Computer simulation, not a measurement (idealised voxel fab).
The process module presented herein is designated voxel released beams.
The cross-section on display is named cut; it measures 295 nm wide, and its cells are 5 nm squares.
Cross-section spec: square-cell grid; bands listed top down; each band is one or more rows. First you get the band's top height and its bottom height, in nm, and then the materials it's made of, left to right, with each width in nm. If you see a single material with "all across", that one covers the band edge to edge. "blank" is empty space. Ref level 0: as-received wafer is one material below here. Bottom band extends down with no lower bound ("from 0 down"). The width entry "30..40" should be interpreted row by row: the top row of cells in the band takes the first number, the bottom row takes the second number, and the change between adjacent rows is uniform throughout. No cell of the cross-section changed in a step that is given as "nothing was modified". So "Enclosed internal cavities" is basically the list of trapped voids: any empty space of 8 cells or more that can't reach the top through an opening. They're written width x height at distance, the distance being from the left edge, and it's all nm. The remark found on a step's line after its settings is issued by the simulator itself and pertains to that step. "overlay nm" denotes, for a step that has a mask, the displacement of the mask to the right of its planned place, with negative values corresponding to the left.
List of planned process steps:
step 1: RECEIVE: material Si
step 2: CONFORMAL_DEP: material Al2O3, thk nm 5
step 3: DIRECTIONAL_DEP: material SiO2, thk nm 10
step 4: MASKED_ETCH: tone open, mask id ANCHOR, width nm 35, etch materials SiO2, depth nm 10, overlay nm 0
step 5: CONFORMAL_DEP: material W, thk nm 10
step 6: MASKED_ETCH: tone cover, mask id BEAM, width nm 105, etch materials W, depth nm 10, overlay nm 0
step 7: STRIP: etch materials SiO2
Shown in cross-section is the wafer as received, that is, as it stands after step 1:
* from 0 down = Si all across
* Enclosed internal cavities: none
Looking at the first of two wafers in cross-section at end of module - ran to plan:
* from 25 to 15 = blank 90, then W 15, then blank 15, then W 75, then blank 100
* from 15 to 5 = blank 95, then W 35, then blank 165
* from 5 to 0 = Al2O3 all across
* from 0 down = Si all across
* Enclosed internal cavities: none
So this is wafer number two of the two, cut at the end of the module - it started where the first did and had the same plan, we just got one thing wrong running it:
* from 20 to 10 = blank 90, then W 15, then blank 15, then W 75, then blank 100
* from 10 to 0 = blank 95, then W 35, then blank 165
* from 0 down = Si all across
* Enclosed internal cavities: none
In executing the process, a mistake was made relative to the plan: plan step 2 was not performed, having been skipped
It is noted that, at the conclusion of processing, the second wafer exhibits a higher or lower cell count for certain materials relative to the first: 59 fewer of Al2O3
